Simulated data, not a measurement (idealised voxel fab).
The document below concerns the process module designated voxel wiring stack.
Cross-section cut spans 210 nm and uses square cells 5 nm in size.
Reading order for cross-sections: top band down to bottom band. Underlying form: a grid of square cells. Band size: one or more rows of cells.
Heights first: top, then bottom, in nm. Then materials, left to right, each with a width in nm. "everywhere" on a single material: fills the band edge to edge. "empty": empty space.
Heights are measured from 0, the level below which the as-received wafer is all one material; the lowest band has no bottom and continues downward, written as in "0 and below".
You'd read "30->40" like this: the band's top row of cells is as wide as the first number, its bottom row is as wide as the second, and going down, every row changes width by the same amount as the row before did.
"everything unchanged" (step): cross-section cells unchanged, all of them.
So "Enclosed void catalog" is basically the list of trapped voids: any empty space of 8 cells or more that can't reach the top through an opening. They're written width x height at distance, the distance being from the left edge, and it's all nm.
Where a step's line continues beyond its settings, the continuation is a remark by the simulator itself on that step.
On any step carrying a mask, the "overlay nm" setting, if present on the step's line, tells how far right of its planned place the mask lay; negative values point to the left.
Read each pair as before and after one process step. The after cross-section shows only down to the lowest band that changed. The step between them and its settings are given below the pair. Pairs can come from different runs of this module on the same starting wafer. A pair continues from the pair above only where its "State before" entry says so.
STATE BEFORE
  0 and below  Si everywhere
  Enclosed void catalog: none
SECTIONAL RESULT
  10 down to 0  SiO2 everywhere
  Whatever lies below 0 is exactly as it was before.
  Enclosed void catalog: none
Can you say which step sits between the two cross-sections above? CONFORMAL_DEP with material SiO2, thk nm 10
State before: The structure entering this step is exactly what the pair just above shows after its step.
SECTIONAL RESULT
  15 down to 10  TiN everywhere
  Whatever lies below 10 is exactly as it was before.
  Enclosed void catalog: none
Can you say which step sits between the two cross-sections above? DIRECTIONAL_DEP with material TiN, thk nm 5
State before: The structure entering this step is exactly what the pair just above shows after its step.
SECTIONAL RESULT
  40 down to 15  Ru everywhere
  Whatever lies below 15 is exactly as it was before.
  Enclosed void catalog: none
Can you say which step sits between the two cross-sections above? DIRECTIONAL_DEP with material Ru, thk nm 25
State before: The structure entering this step is exactly what the pair just above shows after its step.
SECTIONAL RESULT
  50 down to 40  aC everywhere
  Whatever lies below 40 is exactly as it was before.
  Enclosed void catalog: none
Can you say which step sits between the two cross-sections above? DIRECTIONAL_DEP with material aC, thk nm 10
State before: The structure entering this step is exactly what the pair just above shows after its step.
SECTIONAL RESULT
  75 down to 50  empty: 30, then resist: 25, then empty: 15, then resist: 25, then empty: 15, then resist: 25, then empty: 15, then resist: 25, then empty: 35
  Whatever lies below 50 is exactly as it was before.
  Enclosed void catalog: none
Can you say which step sits between the two cross-sections above? PATTERN with tone cover, mask id METAL_1, material resist, width nm 25, pitch nm 40, thk nm 25, overlay nm 0
State before: The structure entering this step is exactly what the pair just above shows after its step.
SECTIONAL RESULT
  65 down to 50  empty: 30, then resist: 25, then empty: 15, then resist: 25, then empty: 15, then resist: 25, then empty: 15, then resist: 25, then empty: 35
  50 down to 40  empty: 30, then aC: 25, then empty: 15, then aC: 25, then empty: 15, then aC: 25, then empty: 15, then aC: 25, then empty: 35
  Whatever lies below 40 is exactly as it was before.
  Enclosed void catalog: none
Can you say which step sits between the two cross-sections above? DIRECTIONAL_ETCH with etch materials aC, depth nm 10
State before: The structure entering this step is exactly what the pair just above shows after its step.
SECTIONAL RESULT
  50 down to 40  empty: 30, then aC: 25, then empty: 15, then aC: 25, then empty: 15, then aC: 25, then empty: 15, then aC: 25, then empty: 35
  Whatever lies below 40 is exactly as it was before.
  Enclosed void catalog: none
Can you say which step sits between the two cross-sections above? STRIP with etch materials resist
State before: The structure entering this step is exactly what the pair just above shows after its step.
SECTIONAL RESULT
  50 down to 40  empty: 30, then aC: 25, then empty: 15, then aC: 25, then empty: 15, then aC: 25, then empty: 15, then aC: 25, then empty: 35
  40 down to 15  empty: 30, then Ru: 25, then empty: 15, then Ru: 25, then empty: 15, then Ru: 25, then empty: 15, then Ru: 25, then empty: 35
  Whatever lies below 15 is exactly as it was before.
  Enclosed void catalog: none
Can you say which step sits between the two cross-sections above? DIRECTIONAL_ETCH with etch materials Ru, depth nm 25
State before: The structure entering this step is exactly what the pair just above shows after its step.
SECTIONAL RESULT
  50 down to 40  empty: 30, then aC: 25, then empty: 15, then aC: 25, then empty: 15, then aC: 25, then empty: 15, then aC: 25, then empty: 35
  40 down to 15  empty: 30, then Ru: 25, then empty: 15, then Ru: 25, then empty: 15, then Ru: 25, then empty: 15, then Ru: 25, then empty: 35
  15 down to 10  empty: 30, then TiN: 25, then empty: 15, then TiN: 25, then empty: 15, then TiN: 25, then empty: 15, then TiN: 25, then empty: 35
  Whatever lies below 10 is exactly as it was before.
  Enclosed void catalog: none
Can you say which step sits between the two cross-sections above? DIRECTIONAL_ETCH with etch materials TiN, depth nm 5
State before: The structure entering this step is exactly what the pair just above shows after its step.
SECTIONAL RESULT
  40 down to 15  empty: 30, then Ru: 25, then empty: 15, then Ru: 25, then empty: 15, then Ru: 25, then empty: 15, then Ru: 25, then empty: 35
  Whatever lies below 15 is exactly as it was before.
  Enclosed void catalog: none
Can you say which step sits between the two cross-sections above? STRIP with etch materials aC
State before: The structure entering this step is exactly what the pair just above shows after its step.
SECTIONAL RESULT
  45 down to 40  SiO2 everywhere
  40 down to 15  SiO2: 30, then Ru: 25, then SiO2: 15, then Ru: 25, then SiO2: 15, then Ru: 25, then SiO2: 15, then Ru: 25, then SiO2: 35
  15 down to 10  SiO2: 30, then TiN: 25, then SiO2: 15, then TiN: 25, then SiO2: 15, then TiN: 25, then SiO2: 15, then TiN: 25, then SiO2: 35
  Whatever lies below 10 is exactly as it was before.
  Enclosed void catalog: none
Can you say which step sits between the two cross-sections above? FILL_DEP with material SiO2, thk nm 5
State before: The structure entering this step is exactly what the pair just above shows after its step.
SECTIONAL RESULT
  40 down to 15  SiO2: 30, then Ru: 25, then SiO2: 15, then Ru: 25, then SiO2: 15, then Ru: 25, then SiO2: 15, then Ru: 25, then SiO2: 35
  Whatever lies below 15 is exactly as it was before.
  Enclosed void catalog: none
Can you say which step sits between the two cross-sections above? CMP with height nm 40
State before: The structure entering this step is exactly what the pair just above shows after its step.
SECTIONAL RESULT
  45 down to 40  SiCN everywhere
  Whatever lies below 40 is exactly as it was before.
  Enclosed void catalog: none
Can you say which step sits between the two cross-sections above? CONFORMAL_DEP with material SiCN, thk nm 5
State before: The structure entering this step is exactly what the pair just above shows after its step.
SECTIONAL RESULT
  60 down to 45  SiO2 everywhere
  Whatever lies below 45 is exactly as it was before.
  Enclosed void catalog: none
Can you say which step sits between the two cross-sections above? DIRECTIONAL_DEP with material SiO2, thk nm 15
State before: The structure entering this step is exactly what the pair just above shows after its step.
SECTIONAL RESULT
  60 down to 45  SiO2: 30, then empty: 15, then SiO2: 25, then empty: 15, then SiO2: 25, then empty: 15, then SiO2: 25, then empty: 15, then SiO2: 45
  Whatever lies below 45 is exactly as it was before.
  Enclosed void catalog: none
Can you say which step sits between the two cross-sections above? MASKED_ETCH with tone open, mask id PLUG_1, width nm 15, pitch nm 40, etch materials SiO2, depth nm 15, overlay nm 0
State before: The structure entering this step is exactly what the pair just above shows after its step.
SECTIONAL RESULT
  60 down to 45  SiO2: 30, then empty: 15, then SiO2: 25, then empty: 15, then SiO2: 25, then empty: 15, then SiO2: 25, then empty: 15, then SiO2: 45
  45 down to 40  SiCN: 30, then empty: 15, then SiCN: 25, then empty: 15, then SiCN: 25, then empty: 15, then SiCN: 25, then empty: 15, then SiCN: 45
  Whatever lies below 40 is exactly as it was before.
  Enclosed void catalog: none
Can you say which step sits between the two cross-sections above? MASKED_ETCH with tone open, mask id PLUG_1, width nm 15, pitch nm 40, etch materials SiCN, depth nm 5, overlay nm 0
State before: The structure entering this step is exactly what the pair just above shows after its step.
SECTIONAL RESULT
  65 down to 60  TiN: 35, then empty: 5, then TiN: 35, then empty: 5, then TiN: 35, then empty: 5, then TiN: 35, then empty: 5, then TiN: 50
  60 down to 45  SiO2: 30, then TiN: 5, then empty: 5, then TiN: 5, then SiO2: 25, then TiN: 5, then empty: 5, then TiN: 5, then SiO2: 25, then TiN: 5, then empty: 5, then TiN: 5, then SiO2: 25, then TiN: 5, then empty: 5, then TiN: 5, then SiO2: 45
  45 down to 40  SiCN: 30, then TiN: 15, then SiCN: 25, then TiN: 15, then SiCN: 25, then TiN: 15, then SiCN: 25, then TiN: 15, then SiCN: 45
  Whatever lies below 40 is exactly as it was before.
  Enclosed void catalog: none
Can you say which step sits between the two cross-sections above? CONFORMAL_DEP with material TiN, thk nm 5
State before: The structure entering this step is exactly what the pair just above shows after its step.
SECTIONAL RESULT
  75 down to 65  Ru everywhere
  65 down to 60  TiN: 35, then Ru: 5, then TiN: 35, then Ru: 5, then TiN: 35, then Ru: 5, then TiN: 35, then Ru: 5, then TiN: 50
  60 down to 45  SiO2: 30, then TiN: 5, then Ru: 5, then TiN: 5, then SiO2: 25, then TiN: 5, then Ru: 5, then TiN: 5, then SiO2: 25, then TiN: 5, then Ru: 5, then TiN: 5, then SiO2: 25, then TiN: 5, then Ru: 5, then TiN: 5, then SiO2: 45
  Whatever lies below 45 is exactly as it was before.
  Enclosed void catalog: none
Can you say which step sits between the two cross-sections above? FILL_DEP with material Ru, thk nm 10
State before: The structure entering this step is exactly what the pair just above shows after its step.
SECTIONAL RESULT
  60 down to 45  SiO2: 30, then TiN: 5, then Ru: 5, then TiN: 5, then SiO2: 25, then TiN: 5, then Ru: 5, then TiN: 5, then SiO2: 25, then TiN: 5, then Ru: 5, then TiN: 5, then SiO2: 25, then TiN: 5, then Ru: 5, then TiN: 5, then SiO2: 45
  Whatever lies below 45 is exactly as it was before.
  Enclosed void catalog: none
Can you say which step sits between the two cross-sections above? CMP with height nm 60
State before: The structure entering this step is exactly what the pair just above shows after its step.
SECTIONAL RESULT
  65 down to 60  SiN everywhere
  Whatever lies below 60 is exactly as it was before.
  Enclosed void catalog: none
Can you say which step sits between the two cross-sections above? CONFORMAL_DEP with material SiN, thk nm 5
State before: The structure entering this step is exactly what the pair just above shows after its step.
SECTIONAL RESULT
  80 down to 65  lowk everywhere
  Whatever lies below 65 is exactly as it was before.
  Enclosed void catalog: none
Can you say which step sits between the two cross-sections above? DIRECTIONAL_DEP with material lowk, thk nm 15
State before: The structure entering this step is exactly what the pair just above shows after its step.
SECTIONAL RESULT
  90 down to 80  aC everywhere
  Whatever lies below 80 is exactly as it was before.
  Enclosed void catalog: none
Can you say which step sits between the two cross-sections above? DIRECTIONAL_DEP with material aC, thk nm 10
State before: The structure entering this step is exactly what the pair just above shows after its step.
SECTIONAL RESULT
  120 down to 90  resist: 30, then empty: 25, then resist: 15, then empty: 25, then resist: 15, then empty: 25, then resist: 15, then empty: 25, then resist: 35
  Whatever lies below 90 is exactly as it was before.
  Enclosed void catalog: none
Can you say which step sits between the two cross-sections above? PATTERN with tone open, mask id METAL_2, material resist, width nm 25, pitch nm 40, thk nm 30, overlay nm 0
State before: The structure entering this step is exactly what the pair just above shows after its step.
SECTIONAL RESULT
  110 down to 90  resist: 30, then empty: 25, then resist: 15, then empty: 25, then resist: 15, then empty: 25, then resist: 15, then empty: 25, then resist: 35
  90 down to 80  aC: 30, then empty: 25, then aC: 15, then empty: 25, then aC: 15, then empty: 25, then aC: 15, then empty: 25, then aC: 35
  Whatever lies below 80 is exactly as it was before.
  Enclosed void catalog: none
Can you say which step sits between the two cross-sections above? DIRECTIONAL_ETCH with etch materials aC, depth nm 10
State before: The structure entering this step is exactly what the pair just above shows after its step.
SECTIONAL RESULT
  90 down to 80  aC: 30, then empty: 25, then aC: 15, then empty: 25, then aC: 15, then empty: 25, then aC: 15, then empty: 25, then aC: 35
  Whatever lies below 80 is exactly as it was before.
  Enclosed void catalog: none
Can you say which step sits between the two cross-sections above? STRIP with etch materials resist
State before: The structure entering this step is exactly what the pair just above shows after its step.
SECTIONAL RESULT
  90 down to 80  aC: 30, then empty: 25, then aC: 15, then empty: 25, then aC: 15, then empty: 25, then aC: 15, then empty: 25, then aC: 35
  80 down to 65  lowk: 30, then empty: 25, then lowk: 15, then empty: 25, then lowk: 15, then empty: 25, then lowk: 15, then empty: 25, then lowk: 35
  Whatever lies below 65 is exactly as it was before.
  Enclosed void catalog: none
Can you say which step sits between the two cross-sections above? DIRECTIONAL_ETCH with etch materials lowk, depth nm 15
State before: The structure entering this step is exactly what the pair just above shows after its step.
SECTIONAL RESULT
  90 down to 80  aC: 30, then empty: 25, then aC: 15, then empty: 25, then aC: 15, then empty: 25, then aC: 15, then empty: 25, then aC: 35
  80 down to 65  lowk: 30, then empty: 25, then lowk: 15, then empty: 25, then lowk: 15, then empty: 25, then lowk: 15, then empty: 25, then lowk: 35
  65 down to 60  SiN: 30, then empty: 25, then SiN: 15, then empty: 25, then SiN: 15, then empty: 25, then SiN: 15, then empty: 25, then SiN: 35
  Whatever lies below 60 is exactly as it was before.
  Enclosed void catalog: none
Can you say which step sits between the two cross-sections above? DIRECTIONAL_ETCH with etch materials SiN, depth nm 5
State before: The structure entering this step is exactly what the pair just above shows after its step.
SECTIONAL RESULT
  80 down to 65  lowk: 30, then empty: 25, then lowk: 15, then empty: 25, then lowk: 15, then empty: 25, then lowk: 15, then empty: 25, then lowk: 35
  Whatever lies below 65 is exactly as it was before.
  Enclosed void catalog: none
Can you say which step sits between the two cross-sections above? STRIP with etch materials aC
State before: The structure entering this step is exactly what the pair just above shows after its step.
SECTIONAL RESULT
  85 down to 80  TiN: 35, then empty: 15, then TiN: 25, then empty: 15, then TiN: 25, then empty: 15, then TiN: 25, then empty: 15, then TiN: 40
  80 down to 65  lowk: 30, then TiN: 5, then empty: 15, then TiN: 5, then lowk: 15, then TiN: 5, then empty: 15, then TiN: 5, then lowk: 15, then TiN: 5, then empty: 15, then TiN: 5, then lowk: 15, then TiN: 5, then empty: 15, then TiN: 5, then lowk: 35
  65 down to 60  SiN: 30, then TiN: 25, then SiN: 15, then TiN: 25, then SiN: 15, then TiN: 25, then SiN: 15, then TiN: 25, then SiN: 35
  Whatever lies below 60 is exactly as it was before.
  Enclosed void catalog: none
Can you say which step sits between the two cross-sections above? CONFORMAL_DEP with material TiN, thk nm 5
State before: The structure entering this step is exactly what the pair just above shows after its step.
SECTIONAL RESULT
  90 down to 85  Cu everywhere
  85 down to 80  TiN: 35, then Cu: 15, then TiN: 25, then Cu: 15, then TiN: 25, then Cu: 15, then TiN: 25, then Cu: 15, then TiN: 40
  80 down to 65  lowk: 30, then TiN: 5, then Cu: 15, then TiN: 5, then lowk: 15, then TiN: 5, then Cu: 15, then TiN: 5, then lowk: 15, then TiN: 5, then Cu: 15, then TiN: 5, then lowk: 15, then TiN: 5, then Cu: 15, then TiN: 5, then lowk: 35
  Whatever lies below 65 is exactly as it was before.
  Enclosed void catalog: none
Can you say which step sits between the two cross-sections above? FILL_DEP with material Cu, thk nm 5
State before: The structure entering this step is exactly what the pair just above shows after its step.
SECTIONAL RESULT
  80 down to 65  lowk: 30, then TiN: 5, then Cu: 15, then TiN: 5, then lowk: 15, then TiN: 5, then Cu: 15, then TiN: 5, then lowk: 15, then TiN: 5, then Cu: 15, then TiN: 5, then lowk: 15, then TiN: 5, then Cu: 15, then TiN: 5, then lowk: 35
  Whatever lies below 65 is exactly as it was before.
  Enclosed void catalog: none
Can you say which step sits between the two cross-sections above? CMP with height nm 80
State before: The structure entering this step is exactly what the pair just above shows after its step.
SECTIONAL RESULT
  85 down to 80  SiCN everywhere
  Whatever lies below 80 is exactly as it was before.
  Enclosed void catalog: none
Can you say which step sits between the two cross-sections above? CONFORMAL_DEP with material SiCN, thk nm 5
State before: The structure entering this step is exactly what the pair just above shows after its step.
SECTIONAL RESULT
  115 down to 85  SiO2 everywhere
  Whatever lies below 85 is exactly as it was before.
  Enclosed void catalog: none
Can you say which step sits between the two cross-sections above? DIRECTIONAL_DEP with material SiO2, thk nm 30
State before: The structure entering this step is exactly what the pair just above shows after its step.
SECTIONAL RESULT
  115 down to 85  SiO2: 30, then empty: 15, then SiO2: 65, then empty: 15, then SiO2: 85
  Whatever lies below 85 is exactly as it was before.
  Enclosed void catalog: none
Can you say which step sits between the two cross-sections above? MASKED_ETCH with tone open, mask id METAL_3_HOLES, width nm 15, pitch nm 80, etch materials SiO2, depth nm 30, overlay nm 0
State before: The structure entering this step is exactly what the pair just above shows after its step.
SECTIONAL RESULT
  130 down to 115  aC: 30, then empty: 15, then aC: 65, then empty: 15, then aC: 85
  115 down to 100  SiO2: 30, then empty: 15, then SiO2: 65, then empty: 15, then SiO2: 85
  100 down to 85  SiO2: 30, then aC: 15, then SiO2: 65, then aC: 15, then SiO2: 85
  Whatever lies below 85 is exactly as it was before.
  Enclosed void catalog: none
Can you say which step sits between the two cross-sections above? DIRECTIONAL_DEP with material aC, thk nm 15
State before: The structure entering this step is exactly what the pair just above shows after its step.
SECTIONAL RESULT
  160 down to 130  resist: 30, then empty: 25, then resist: 15, then empty: 25, then resist: 15, then empty: 25, then resist: 15, then empty: 25, then resist: 35
  Whatever lies below 130 is exactly as it was before.
  Enclosed void catalog: none
Can you say which step sits between the two cross-sections above? PATTERN with tone open, mask id METAL_3, material resist, width nm 25, pitch nm 40, thk nm 30, overlay nm 0
State before: The structure entering this step is exactly what the pair just above shows after its step.
SECTIONAL RESULT
  145 down to 130  resist: 30, then empty: 25, then resist: 15, then empty: 25, then resist: 15, then empty: 25, then resist: 15, then empty: 25, then resist: 35
  130 down to 115  aC: 30, then empty: 25, then aC: 15, then empty: 25, then aC: 15, then empty: 25, then aC: 15, then empty: 25, then aC: 35
  115 down to 85  SiO2: 30, then empty: 15, then SiO2: 65, then empty: 15, then SiO2: 85
  Whatever lies below 85 is exactly as it was before.
  Enclosed void catalog: none
Can you say which step sits between the two cross-sections above? DIRECTIONAL_ETCH with etch materials aC, depth nm 15
State before: The structure entering this step is exactly what the pair just above shows after its step.
SECTIONAL RESULT
  130 down to 115  aC: 30, then empty: 25, then aC: 15, then empty: 25, then aC: 15, then empty: 25, then aC: 15, then empty: 25, then aC: 35
  Whatever lies below 115 is exactly as it was before.
  Enclosed void catalog: none
Can you say which step sits between the two cross-sections above? STRIP with etch materials resist
State before: The structure entering this step is exactly what the pair just above shows after its step.
SECTIONAL RESULT
  130 down to 115  aC: 30, then empty: 25, then aC: 15, then empty: 25, then aC: 15, then empty: 25, then aC: 15, then empty: 25, then aC: 35
  115 down to 95  SiO2: 30, then empty: 25, then SiO2: 15, then empty: 25, then SiO2: 15, then empty: 25, then SiO2: 15, then empty: 25, then SiO2: 35
  Whatever lies below 95 is exactly as it was before.
  Enclosed void catalog: none
Can you say which step sits between the two cross-sections above? DIRECTIONAL_ETCH with etch materials SiO2, depth nm 20
State before: The structure entering this step is exactly what the pair just above shows after its step.
SECTIONAL RESULT
  130 down to 115  aC: 30, then empty: 25, then aC: 15, then empty: 25, then aC: 15, then empty: 25, then aC: 15, then empty: 25, then aC: 35
  115 down to 95  SiO2: 30, then empty: 25, then SiO2: 15, then empty: 25, then SiO2: 15, then empty: 25, then SiO2: 15, then empty: 25, then SiO2: 35
  95 down to 85  SiO2: 30, then empty: 15, then SiO2: 65, then empty: 15, then SiO2: 85
  85 down to 80  SiCN: 30, then empty: 15, then SiCN: 65, then empty: 15, then SiCN: 85
  Whatever lies below 80 is exactly as it was before.
  Enclosed void catalog: none
Can you say which step sits between the two cross-sections above? DIRECTIONAL_ETCH with etch materials SiCN, depth nm 5
State before: The structure entering this step is exactly what the pair just above shows after its step.
SECTIONAL RESULT
  115 down to 95  SiO2: 30, then empty: 25, then SiO2: 15, then empty: 25, then SiO2: 15, then empty: 25, then SiO2: 15, then empty: 25, then SiO2: 35
  Whatever lies below 95 is exactly as it was before.
  Enclosed void catalog: none
Can you say which step sits between the two cross-sections above? STRIP with etch materials aC
State before: The structure entering this step is exactly what the pair just above shows after its step.
SECTIONAL RESULT
  120 down to 115  TiN: 35, then empty: 15, then TiN: 25, then empty: 15, then TiN: 25, then empty: 15, then TiN: 25, then empty: 15, then TiN: 40
  115 down to 100  SiO2: 30, then TiN: 5, then empty: 15, then TiN: 5, then SiO2: 15, then TiN: 5, then empty: 15, then TiN: 5, then SiO2: 15, then TiN: 5, then empty: 15, then TiN: 5, then SiO2: 15, then TiN: 5, then empty: 15, then TiN: 5, then SiO2: 35
  100 down to 95  SiO2: 30, then TiN: 5, then empty: 5, then TiN: 15, then SiO2: 15, then TiN: 25, then SiO2: 15, then TiN: 5, then empty: 5, then TiN: 15, then SiO2: 15, then TiN: 25, then SiO2: 35
  95 down to 85  SiO2: 30, then TiN: 5, then empty: 5, then TiN: 5, then SiO2: 65, then TiN: 5, then empty: 5, then TiN: 5, then SiO2: 85
  85 down to 80  SiCN: 30, then TiN: 15, then SiCN: 65, then TiN: 15, then SiCN: 85
  Whatever lies below 80 is exactly as it was before.
  Enclosed void catalog: none
Can you say which step sits between the two cross-sections above? CONFORMAL_DEP with material TiN, thk nm 5
State before: The structure entering this step is exactly what the pair just above shows after its step.
SECTIONAL RESULT
  130 down to 120  Cu everywhere
  120 down to 115  TiN: 35, then Cu: 15, then TiN: 25, then Cu: 15, then TiN: 25, then Cu: 15, then TiN: 25, then Cu: 15, then TiN: 40
  115 down to 100  SiO2: 30, then TiN: 5, then Cu: 15, then TiN: 5, then SiO2: 15, then TiN: 5, then Cu: 15, then TiN: 5, then SiO2: 15, then TiN: 5, then Cu: 15, then TiN: 5, then SiO2: 15, then TiN: 5, then Cu: 15, then TiN: 5, then SiO2: 35
  100 down to 95  SiO2: 30, then TiN: 5, then Cu: 5, then TiN: 15, then SiO2: 15, then TiN: 25, then SiO2: 15, then TiN: 5, then Cu: 5, then TiN: 15, then SiO2: 15, then TiN: 25, then SiO2: 35
  95 down to 85  SiO2: 30, then TiN: 5, then Cu: 5, then TiN: 5, then SiO2: 65, then TiN: 5, then Cu: 5, then TiN: 5, then SiO2: 85
  Whatever lies below 85 is exactly as it was before.
  Enclosed void catalog: none
Can you say which step sits between the two cross-sections above? FILL_DEP with material Cu, thk nm 10
State before: The structure entering this step is exactly what the pair just above shows after its step.
SECTIONAL RESULT
  115 down to 100  SiO2: 30, then TiN: 5, then Cu: 15, then TiN: 5, then SiO2: 15, then TiN: 5, then Cu: 15, then TiN: 5, then SiO2: 15, then TiN: 5, then Cu: 15, then TiN: 5, then SiO2: 15, then TiN: 5, then Cu: 15, then TiN: 5, then SiO2: 35
  Whatever lies below 100 is exactly as it was before.
  Enclosed void catalog: none
Can you say which step sits between the two cross-sections above? CMP with height nm 115
State before: The structure entering this step is exactly what the pair just above shows after its step.
SECTIONAL RESULT
  120 down to 115  SiN everywhere
  Whatever lies below 115 is exactly as it was before.
  Enclosed void catalog: none
Can you say which step sits between the two cross-sections above? CONFORMAL_DEP with material SiN, thk nm 5
STATE BEFORE
  10 down to 0  SiO2 everywhere
  0 and below  Si everywhere
  Enclosed void catalog: none
SECTIONAL RESULT
  35 down to 10  Ru everywhere
  Whatever lies below 10 is exactly as it was before.
  Enclosed void catalog: none
Can you say which step sits between the two cross-sections above? DIRECTIONAL_DEP with material Ru, thk nm 25
State before: The structure entering this step is exactly what the pair just above shows after its step.
SECTIONAL RESULT
  45 down to 35  aC everywhere
  Whatever lies below 35 is exactly as it was before.
  Enclosed void catalog: none
Can you say which step sits between the two cross-sections above? DIRECTIONAL_DEP with material aC, thk nm 10
State before: The structure entering this step is exactly what the pair just above shows after its step.
SECTIONAL RESULT
  70 down to 45  empty: 30, then resist: 25, then empty: 15, then resist: 25, then empty: 15, then resist: 25, then empty: 15, then resist: 25, then empty: 35
  Whatever lies below 45 is exactly as it was before.
  Enclosed void catalog: none
Can you say which step sits between the two cross-sections above? PATTERN with tone cover, mask id METAL_1, material resist, width nm 25, pitch nm 40, thk nm 25, overlay nm 0
State before: The structure entering this step is exactly what the pair just above shows after its step.
SECTIONAL RESULT
  60 down to 45  empty: 30, then resist: 25, then empty: 15, then resist: 25, then empty: 15, then resist: 25, then empty: 15, then resist: 25, then empty: 35
  45 down to 35  empty: 30, then aC: 25, then empty: 15, then aC: 25, then empty: 15, then aC: 25, then empty: 15, then aC: 25, then empty: 35
  Whatever lies below 35 is exactly as it was before.
  Enclosed void catalog: none
Can you say which step sits between the two cross-sections above? DIRECTIONAL_ETCH with etch materials aC, depth nm 10
State before: The structure entering this step is exactly what the pair just above shows after its step.
SECTIONAL RESULT
  45 down to 35  empty: 30, then aC: 25, then empty: 15, then aC: 25, then empty: 15, then aC: 25, then empty: 15, then aC: 25, then empty: 35
  Whatever lies below 35 is exactly as it was before.
  Enclosed void catalog: none
Can you say which step sits between the two cross-sections above? STRIP with etch materials resist
State before: The structure entering this step is exactly what the pair just above shows after its step.
SECTIONAL RESULT
  45 down to 35  empty: 30, then aC: 25, then empty: 15, then aC: 25, then empty: 15, then aC: 25, then empty: 15, then aC: 25, then empty: 35
  35 down to 10  empty: 30, then Ru: 25, then empty: 15, then Ru: 25, then empty: 15, then Ru: 25, then empty: 15, then Ru: 25, then empty: 35
  Whatever lies below 10 is exactly as it was before.
  Enclosed void catalog: none
Can you say which step sits between the two cross-sections above? DIRECTIONAL_ETCH with etch materials Ru, depth nm 25
State before: The structure entering this step is exactly what the pair just above shows after its step.
SECTIONAL RESULT
  35 down to 10  empty: 30, then Ru: 25, then empty: 15, then Ru: 25, then empty: 15, then Ru: 25, then empty: 15, then Ru: 25, then empty: 35
  Whatever lies below 10 is exactly as it was before.
  Enclosed void catalog: none
Can you say which step sits between the two cross-sections above? STRIP with etch materials aC
State before: The structure entering this step is exactly what the pair just above shows after its step.
SECTIONAL RESULT
  40 down to 35  SiO2 everywhere
  35 down to 10  SiO2: 30, then Ru: 25, then SiO2: 15, then Ru: 25, then SiO2: 15, then Ru: 25, then SiO2: 15, then Ru: 25, then SiO2: 35
  Whatever lies below 10 is exactly as it was before.
  Enclosed void catalog: none
Can you say which step sits between the two cross-sections above? FILL_DEP with material SiO2, thk nm 5
State before: The structure entering this step is exactly what the pair just above shows after its step.
SECTIONAL RESULT
  45 down to 40  SiCN everywhere
  Whatever lies below 40 is exactly as it was before.
  Enclosed void catalog: none
Can you say which step sits between the two cross-sections above? CONFORMAL_DEP with material SiCN, thk nm 5
State before: The structure entering this step is exactly what the pair just above shows after its step.
SECTIONAL RESULT
  60 down to 45  SiO2 everywhere
  Whatever lies below 45 is exactly as it was before.
  Enclosed void catalog: none
Can you say which step sits between the two cross-sections above? DIRECTIONAL_DEP with material SiO2, thk nm 15
State before: The structure entering this step is exactly what the pair just above shows after its step.
SECTIONAL RESULT
  60 down to 45  SiO2: 30, then empty: 15, then SiO2: 25, then empty: 15, then SiO2: 25, then empty: 15, then SiO2: 25, then empty: 15, then SiO2: 45
  Whatever lies below 45 is exactly as it was before.
  Enclosed void catalog: none
Can you say which step sits between the two cross-sections above? MASKED_ETCH with tone open, mask id PLUG_1, width nm 15, pitch nm 40, etch materials SiO2, depth nm 15, overlay nm 0
State before: The structure entering this step is exactly what the pair just above shows after its step.
SECTIONAL RESULT
  60 down to 45  SiO2: 30, then empty: 15, then SiO2: 25, then empty: 15, then SiO2: 25, then empty: 15, then SiO2: 25, then empty: 15, then SiO2: 45
  45 down to 40  SiCN: 30, then empty: 15, then SiCN: 25, then empty: 15, then SiCN: 25, then empty: 15, then SiCN: 25, then empty: 15, then SiCN: 45
  Whatever lies below 40 is exactly as it was before.
  Enclosed void catalog: none
Can you say which step sits between the two cross-sections above? MASKED_ETCH with tone open, mask id PLUG_1, width nm 15, pitch nm 40, etch materials SiCN, depth nm 5, overlay nm 0
State before: The structure entering this step is exactly what the pair just above shows after its step.
SECTIONAL RESULT
  65 down to 60  TiN: 35, then empty: 5, then TiN: 35, then empty: 5, then TiN: 35, then empty: 5, then TiN: 35, then empty: 5, then TiN: 50
  60 down to 45  SiO2: 30, then TiN: 5, then empty: 5, then TiN: 5, then SiO2: 25, then TiN: 5, then empty: 5, then TiN: 5, then SiO2: 25, then TiN: 5, then empty: 5, then TiN: 5, then SiO2: 25, then TiN: 5, then empty: 5, then TiN: 5, then SiO2: 45
  45 down to 40  SiCN: 30, then TiN: 15, then SiCN: 25, then TiN: 15, then SiCN: 25, then TiN: 15, then SiCN: 25, then TiN: 15, then SiCN: 45
  Whatever lies below 40 is exactly as it was before.
  Enclosed void catalog: none
Can you say which step sits between the two cross-sections above? CONFORMAL_DEP with material TiN, thk nm 5
State before: The structure entering this step is exactly what the pair just above shows after its step.
SECTIONAL RESULT
  75 down to 65  Ru everywhere
  65 down to 60  TiN: 35, then Ru: 5, then TiN: 35, then Ru: 5, then TiN: 35, then Ru: 5, then TiN: 35, then Ru: 5, then TiN: 50
  60 down to 45  SiO2: 30, then TiN: 5, then Ru: 5, then TiN: 5, then SiO2: 25, then TiN: 5, then Ru: 5, then TiN: 5, then SiO2: 25, then TiN: 5, then Ru: 5, then TiN: 5, then SiO2: 25, then TiN: 5, then Ru: 5, then TiN: 5, then SiO2: 45
  Whatever lies below 45 is exactly as it was before.
  Enclosed void catalog: none
Can you say which step sits between the two cross-sections above? FILL_DEP with material Ru, thk nm 10
State before: The structure entering this step is exactly what the pair just above shows after its step.
SECTIONAL RESULT
  60 down to 45  SiO2: 30, then TiN: 5, then Ru: 5, then TiN: 5, then SiO2: 25, then TiN: 5, then Ru: 5, then TiN: 5, then SiO2: 25, then TiN: 5, then Ru: 5, then TiN: 5, then SiO2: 25, then TiN: 5, then Ru: 5, then TiN: 5, then SiO2: 45
  Whatever lies below 45 is exactly as it was before.
  Enclosed void catalog: none
Can you say which step sits between the two cross-sections above? CMP with height nm 60
State before: The structure entering this step is exactly what the pair just above shows after its step.
SECTIONAL RESULT
  65 down to 60  SiN everywhere
  Whatever lies below 60 is exactly as it was before.
  Enclosed void catalog: none
Can you say which step sits between the two cross-sections above? CONFORMAL_DEP with material SiN, thk nm 5
State before: The structure entering this step is exactly what the pair just above shows after its step.
SECTIONAL RESULT
  80 down to 65  lowk everywhere
  Whatever lies below 65 is exactly as it was before.
  Enclosed void catalog: none
Can you say which step sits between the two cross-sections above? DIRECTIONAL_DEP with material lowk, thk nm 15
State before: The structure entering this step is exactly what the pair just above shows after its step.
SECTIONAL RESULT
  90 down to 80  aC everywhere
  Whatever lies below 80 is exactly as it was before.
  Enclosed void catalog: none
Can you say which step sits between the two cross-sections above? DIRECTIONAL_DEP with material aC, thk nm 10
